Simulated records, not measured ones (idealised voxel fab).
process module | voxel air gaps
cross-section cut | 240 nm wide | cells 5 nm
A cross-section is a grid of square cells, given in bands from the top down. A band is one or more rows of cells.
Each band's line starts with the height of the band's top and of its bottom, in nm. Then come its materials from left to right, each with its width in nm. One material with "throughout" fills the band from edge to edge. "air" is empty space.
Height 0 is the level under which the wafer as received is all one material. The lowest band goes on downwards, as in "0 down".
A width such as "30 to 40" changes by the same amount from each row of cells to the next, from the band's top row to its bottom row.
"no change" after a step means that no cell of the cross-section changed.
closed voids: empty space of 8 cells or more with no open way to the top, each as width x height at its distance from the left edge, in nm
after a step's settings: what the simulator itself notes on the step
overlay nm, on a step with a mask: how far to the right of its planned place the mask lay; to the left if negative
plan
1 op RECEIVE | material Si
2 op CONFORMAL_DEP | material SiO2 | thk nm 10
3 op CONFORMAL_DEP | material SiCN | thk nm 5
4 op DIRECTIONAL_DEP | material lowk | thk nm 35
5 op DIRECTIONAL_DEP | material aC | thk nm 15
6 op PATTERN | tone open | mask id LINES | material resist | width nm 25 | pitch nm 50 | thk nm 35 | overlay nm 0
7 op DIRECTIONAL_ETCH | etch materials aC | depth nm 15
8 op STRIP | etch materials resist
9 op DIRECTIONAL_ETCH | etch materials lowk | depth nm 35
10 op STRIP | etch materials aC
11 op CONFORMAL_DEP | material TiN | thk nm 5
12 op FILL_DEP | material Cu | thk nm 10
13 op CMP | height nm 50
14 op EPI | material Ru | thk nm 10
15 op SELECTIVE_ETCH | etch materials lowk | depth nm 45
16 op CONFORMAL_DEP | material SiCN | thk nm 5
first wafer, as planned
as received, after step 1
  0 down: Si throughout
  closed voids: none
after step 2
  10 to 0: SiO2 throughout
  below 0: unchanged
after step 3
  15 to 10: SiCN throughout
  below 10: unchanged
after step 4
  50 to 15: lowk throughout
  below 15: unchanged
after step 5
  65 to 50: aC throughout
  below 50: unchanged
after step 6
  100 to 65: resist 30 | air 25 | resist 25 | air 25 | resist 25 | air 25 | resist 25 | air 25 | resist 35
  below 65: unchanged
after step 7
  85 to 65: resist 30 | air 25 | resist 25 | air 25 | resist 25 | air 25 | resist 25 | air 25 | resist 35
  65 to 50: aC 30 | air 25 | aC 25 | air 25 | aC 25 | air 25 | aC 25 | air 25 | aC 35
  below 50: unchanged
after step 8
  65 to 50: aC 30 | air 25 | aC 25 | air 25 | aC 25 | air 25 | aC 25 | air 25 | aC 35
  below 50: unchanged
after step 9
  65 to 50: aC 30 | air 25 | aC 25 | air 25 | aC 25 | air 25 | aC 25 | air 25 | aC 35
  50 to 15: lowk 30 | air 25 | lowk 25 | air 25 | lowk 25 | air 25 | lowk 25 | air 25 | lowk 35
  below 15: unchanged
after step 10
  50 to 15: lowk 30 | air 25 | lowk 25 | air 25 | lowk 25 | air 25 | lowk 25 | air 25 | lowk 35
  below 15: unchanged
after step 11
  55 to 50: TiN 35 | air 15 | TiN 35 | air 15 | TiN 35 | air 15 | TiN 35 | air 15 | TiN 40
  50 to 20: lowk 30 | TiN 5 | air 15 | TiN 5 | lowk 25 | TiN 5 | air 15 | TiN 5 | lowk 25 | TiN 5 | air 15 | TiN 5 | lowk 25 | TiN 5 | air 15 | TiN 5 | lowk 35
  20 to 15: lowk 30 | TiN 25 | lowk 25 | TiN 25 | lowk 25 | TiN 25 | lowk 25 | TiN 25 | lowk 35
  below 15: unchanged
after step 12
  65 to 55: Cu throughout
  55 to 50: TiN 35 | Cu 15 | TiN 35 | Cu 15 | TiN 35 | Cu 15 | TiN 35 | Cu 15 | TiN 40
  50 to 20: lowk 30 | TiN 5 | Cu 15 | TiN 5 | lowk 25 | TiN 5 | Cu 15 | TiN 5 | lowk 25 | TiN 5 | Cu 15 | TiN 5 | lowk 25 | TiN 5 | Cu 15 | TiN 5 | lowk 35
  below 20: unchanged
after step 13
  50 to 20: lowk 30 | TiN 5 | Cu 15 | TiN 5 | lowk 25 | TiN 5 | Cu 15 | TiN 5 | lowk 25 | TiN 5 | Cu 15 | TiN 5 | lowk 25 | TiN 5 | Cu 15 | TiN 5 | lowk 35
  below 20: unchanged
after step 14
  60 to 50: air 20 | Ru 45 | air 5 | Ru 45 | air 5 | Ru 45 | air 5 | Ru 45 | air 25
  below 50: unchanged
after step 15
  60 to 50: air 20 | Ru 45 | air 5 | Ru 45 | air 5 | Ru 45 | air 5 | Ru 45 | air 25
  50 to 20: air 30 | TiN 5 | Cu 15 | TiN 5 | air 25 | TiN 5 | Cu 15 | TiN 5 | air 25 | TiN 5 | Cu 15 | TiN 5 | air 25 | TiN 5 | Cu 15 | TiN 5 | air 35
  20 to 15: air 30 | TiN 25 | air 25 | TiN 25 | air 25 | TiN 25 | air 25 | TiN 25 | air 35
  below 15: unchanged
after step 16
  65 to 60: air 15 | SiCN 205 | air 20
  60 to 50: air 15 | SiCN 5 | Ru 45 | SiCN 5 | Ru 45 | SiCN 5 | Ru 45 | SiCN 5 | Ru 45 | SiCN 5 | air 20
  50 to 45: air 15 | SiCN 15 | TiN 5 | Cu 15 | TiN 5 | SiCN 25 | TiN 5 | Cu 15 | TiN 5 | SiCN 25 | TiN 5 | Cu 15 | TiN 5 | SiCN 25 | TiN 5 | Cu 15 | TiN 5 | SiCN 15 | air 20
  45 to 20: air 25 | SiCN 5 | TiN 5 | Cu 15 | TiN 5 | SiCN 5 | air 15 | SiCN 5 | TiN 5 | Cu 15 | TiN 5 | SiCN 5 | air 15 | SiCN 5 | TiN 5 | Cu 15 | TiN 5 | SiCN 5 | air 15 | SiCN 5 | TiN 5 | Cu 15 | TiN 5 | SiCN 5 | air 30
  20 to 15: SiCN 30 | TiN 25 | SiCN 25 | TiN 25 | SiCN 25 | TiN 25 | SiCN 25 | TiN 25 | SiCN 35
  below 15: unchanged
  closed voids: 15 x 25 at 60; 15 x 25 at 110; 15 x 25 at 160
second wafer: like start, like plan, one mistake. Through step 5 it matches the first wafer
when step 6 should have ended
  100 to 65: air 30 | resist 25 | air 25 | resist 25 | air 25 | resist 25 | air 25 | resist 25 | air 35
  below 65: unchanged
when step 7 should have ended
  85 to 65: air 30 | resist 25 | air 25 | resist 25 | air 25 | resist 25 | air 25 | resist 25 | air 35
  65 to 50: air 30 | aC 25 | air 25 | aC 25 | air 25 | aC 25 | air 25 | aC 25 | air 35
  below 50: unchanged
when step 8 should have ended
  65 to 50: air 30 | aC 25 | air 25 | aC 25 | air 25 | aC 25 | air 25 | aC 25 | air 35
  below 50: unchanged
when step 9 should have ended
  65 to 50: air 30 | aC 25 | air 25 | aC 25 | air 25 | aC 25 | air 25 | aC 25 | air 35
  50 to 15: air 30 | lowk 25 | air 25 | lowk 25 | air 25 | lowk 25 | air 25 | lowk 25 | air 35
  below 15: unchanged
when step 10 should have ended
  50 to 15: air 30 | lowk 25 | air 25 | lowk 25 | air 25 | lowk 25 | air 25 | lowk 25 | air 35
  below 15: unchanged
when step 11 should have ended
  55 to 50: air 25 | TiN 35 | air 15 | TiN 35 | air 15 | TiN 35 | air 15 | TiN 35 | air 30
  50 to 20: air 25 | TiN 5 | lowk 25 | TiN 5 | air 15 | TiN 5 | lowk 25 | TiN 5 | air 15 | TiN 5 | lowk 25 | TiN 5 | air 15 | TiN 5 | lowk 25 | TiN 5 | air 30
  20 to 15: TiN 30 | lowk 25 | TiN 25 | lowk 25 | TiN 25 | lowk 25 | TiN 25 | lowk 25 | TiN 35
  below 15: unchanged
when step 12 should have ended
  65 to 55: Cu throughout
  55 to 50: Cu 25 | TiN 35 | Cu 15 | TiN 35 | Cu 15 | TiN 35 | Cu 15 | TiN 35 | Cu 30
  50 to 20: Cu 25 | TiN 5 | lowk 25 | TiN 5 | Cu 15 | TiN 5 | lowk 25 | TiN 5 | Cu 15 | TiN 5 | lowk 25 | TiN 5 | Cu 15 | TiN 5 | lowk 25 | TiN 5 | Cu 30
  below 20: unchanged
when step 13 should have ended
  50 to 20: Cu 25 | TiN 5 | lowk 25 | TiN 5 | Cu 15 | TiN 5 | lowk 25 | TiN 5 | Cu 15 | TiN 5 | lowk 25 | TiN 5 | Cu 15 | TiN 5 | lowk 25 | TiN 5 | Cu 30
  below 20: unchanged
when step 14 should have ended
  60 to 50: Ru 40 | air 5 | Ru 45 | air 5 | Ru 45 | air 5 | Ru 45 | air 5 | Ru 45
  below 50: unchanged
when step 15 should have ended
  60 to 50: Ru 40 | air 5 | Ru 45 | air 5 | Ru 45 | air 5 | Ru 45 | air 5 | Ru 45
  50 to 20: Cu 25 | TiN 5 | air 25 | TiN 5 | Cu 15 | TiN 5 | air 25 | TiN 5 | Cu 15 | TiN 5 | air 25 | TiN 5 | Cu 15 | TiN 5 | air 25 | TiN 5 | Cu 30
  20 to 15: TiN 30 | air 25 | TiN 25 | air 25 | TiN 25 | air 25 | TiN 25 | air 25 | TiN 35
  below 15: unchanged
when step 16 should have ended
  65 to 60: SiCN throughout
  60 to 50: Ru 40 | SiCN 5 | Ru 45 | SiCN 5 | Ru 45 | SiCN 5 | Ru 45 | SiCN 5 | Ru 45
  50 to 45: Cu 25 | TiN 5 | SiCN 25 | TiN 5 | Cu 15 | TiN 5 | SiCN 25 | TiN 5 | Cu 15 | TiN 5 | SiCN 25 | TiN 5 | Cu 15 | TiN 5 | SiCN 25 | TiN 5 | Cu 30
  45 to 20: Cu 25 | TiN 5 | SiCN 5 | air 15 | SiCN 5 | TiN 5 | Cu 15 | TiN 5 | SiCN 5 | air 15 | SiCN 5 | TiN 5 | Cu 15 | TiN 5 | SiCN 5 | air 15 | SiCN 5 | TiN 5 | Cu 15 | TiN 5 | SiCN 5 | air 15 | SiCN 5 | TiN 5 | Cu 30
  20 to 15: TiN 30 | SiCN 25 | TiN 25 | SiCN 25 | TiN 25 | SiCN 25 | TiN 25 | SiCN 25 | TiN 35
  below 15: unchanged
  closed voids: 15 x 25 at 35; 15 x 25 at 85; 15 x 25 at 135; 15 x 25 at 185
what went wrong: step 6 ran as: op PATTERN | tone cover | mask id LINES | material resist | width nm 25 | pitch nm 50 | thk nm 35 | overlay nm 0
at the end the second wafer has, in cells: 48 more of Cu | 16 more of Ru | 4 fewer of SiCN | 8 more of TiN
closed voids at the end (first wafer, second wafer): 3, 4
